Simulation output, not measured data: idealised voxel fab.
The following process module bears the name voxel gate over fins.
We display cut, a cross-section 280 nm in width whose square cells are each 5 nm.
Reading order for cross-sections: top band down to bottom band. Underlying form: a grid of square cells. Band size: one or more rows of cells.
Band: top and bottom heights (nm) first, top before bottom; then materials from left to right, widths in nm. "everywhere" marks a sole material filling the band edge to edge. "blank" denotes empty space.
Heights are reckoned from 0. Under this level, the received wafer is all of one material. The bottommost band is open-ended downward, for example "0 -> down".
Width: "30..40" (first number = top row, second number = bottom row, same change from row to row of cells).
"everything unchanged" for a step: no cell of the cross-section changed in that step.
The list in "Sealed void listing" covers empty spaces of 8 cells or more that cannot reach the top through any open way, and it gives each as width x height at distance; the distance is from the left edge, and width, height and distance are in nm.
On each step's line, the part that comes after the settings is the simulator's own comment on the step.
overlay nm: where the mask lay relative to plan, measured to the right, on steps with a mask; negatives go left.
# Below is the list of planned process steps
step 1: RECEIVE,material Si
step 2: CONFORMAL_DEP,material SiN,thk nm 10
step 3: MASKED_ETCH,tone cover,mask id FINS,width nm 15,pitch nm 55,etch materials SiN,depth nm 10,overlay nm 0
step 4: MASKED_ETCH,tone cover,mask id FINS,width nm 15,pitch nm 55,etch materials Si,depth nm 40,overlay nm 0
step 5: FILL_DEP,material SiO2,thk nm 15
step 6: CMP,height nm 10
step 7: DIRECTIONAL_DEP,material aC,thk nm 10
step 8: PATTERN,tone open,mask id RAIL,material resist,width nm 15,thk nm 25,overlay nm 0
step 9: DIRECTIONAL_ETCH,etch materials aC,depth nm 10
step 10: STRIP,etch materials resist
step 11: DIRECTIONAL_ETCH,etch materials SiO2,depth nm 45
step 12: STRIP,etch materials aC
step 13: CONFORMAL_DEP,material TiN,thk nm 5
step 14: FILL_DEP,material Ru,thk nm 5
step 15: CMP,height nm 10
step 16: SELECTIVE_ETCH,etch materials W Ru TiN,depth nm 30
step 17: FILL_DEP,material SiO2,thk nm 5
step 18: CMP,height nm 10
step 19: SELECTIVE_ETCH,etch materials SiO2,depth nm 25
step 20: STRIP,etch materials SiN
step 21: CONFORMAL_DEP,material HfO2,thk nm 5
step 22: CONFORMAL_DEP,material TiN,thk nm 5
step 23: CONFORMAL_DEP,material TiAl,thk nm 5
step 24: CONFORMAL_DEP,material TiN,thk nm 5
step 25: FILL_DEP,material W,thk nm 15
step 26: CMP,height nm 30
step 27: CONFORMAL_DEP,material SiN,thk nm 10
# Cross-section of the wafer as it came to us, i.e., already through step 1
0 -> down: Si everywhere
Sealed void listing: none
# Final wafer profile in cross-section after the module, from the same start and plan as above, with one mistake made during processing
40 -> 30: SiN everywhere
30 -> 20: W everywhere
20 -> 15: W=30, then TiN=220, then W=30
15 -> 10: W=30, then TiN=5, then TiAl=45, then TiN=10, then TiAl=45, then TiN=10, then TiAl=45, then TiN=10, then TiAl=45, then TiN=5, then W=30
10 -> 5: W=30, then TiN=5, then TiAl=5, then TiN=35, then TiAl=5, then TiN=10, then TiAl=5, then TiN=35, then TiAl=5, then TiN=10, then TiAl=5, then TiN=35, then TiAl=5, then TiN=10, then TiAl=5, then TiN=35, then TiAl=5, then TiN=5, then W=30
5 -> 0: TiN=35, then TiAl=5, then TiN=5, then HfO2=25, then TiN=5, then TiAl=5, then TiN=10, then TiAl=5, then TiN=5, then HfO2=25, then TiN=5, then TiAl=5, then TiN=10, then TiAl=5, then TiN=5, then HfO2=25, then TiN=5, then TiAl=5, then TiN=10, then TiAl=5, then TiN=5, then HfO2=25, then TiN=5, then TiAl=5, then TiN=35
0 -> -5: TiAl=40, then TiN=5, then HfO2=5, then Si=15, then HfO2=5, then TiN=5, then TiAl=20, then TiN=5, then HfO2=5, then Si=15, then HfO2=5, then TiN=5, then TiAl=20, then TiN=5, then HfO2=5, then Si=15, then HfO2=5, then TiN=5, then TiAl=20, then TiN=5, then HfO2=5, then Si=15, then HfO2=5, then TiN=5, then TiAl=40
-5 -> -10: TiN=45, then HfO2=5, then Si=15, then HfO2=5, then TiN=30, then HfO2=5, then Si=15, then HfO2=5, then TiN=30, then HfO2=5, then Si=15, then HfO2=5, then TiN=30, then HfO2=5, then Si=15, then HfO2=5, then TiN=45
-10 -> -15: HfO2=50, then Si=15, then HfO2=40, then Si=15, then HfO2=40, then Si=15, then HfO2=40, then Si=15, then HfO2=50
-15 -> -20: SiO2=50, then Si=15, then SiO2=40, then Si=15, then SiO2=40, then Si=15, then SiO2=40, then Si=15, then SiO2=50
-20 -> -30: Ru=45, then TiN=5, then Si=15, then TiN=10, then SiO2=15, then TiN=5, then Ru=5, then TiN=5, then Si=15, then TiN=5, then Ru=30, then TiN=5, then Si=15, then TiN=5, then Ru=30, then TiN=5, then Si=15, then TiN=5, then Ru=45
-30 -> -35: TiN=50, then Si=15, then TiN=10, then SiO2=15, then TiN=15, then Si=15, then TiN=40, then Si=15, then TiN=40, then Si=15, then TiN=50
-35 -> -40: SiO2=50, then Si=15, then SiO2=40, then Si=15, then SiO2=40, then Si=15, then SiO2=40, then Si=15, then SiO2=50
-40 -> down: Si everywhere
Sealed void listing: none
What broke from the plan during processing? in deviation from the planned setting, step 8 was conducted as PATTERN,tone cover,mask id RAIL,material resist,width nm 15,thk nm 25,overlay nm 0
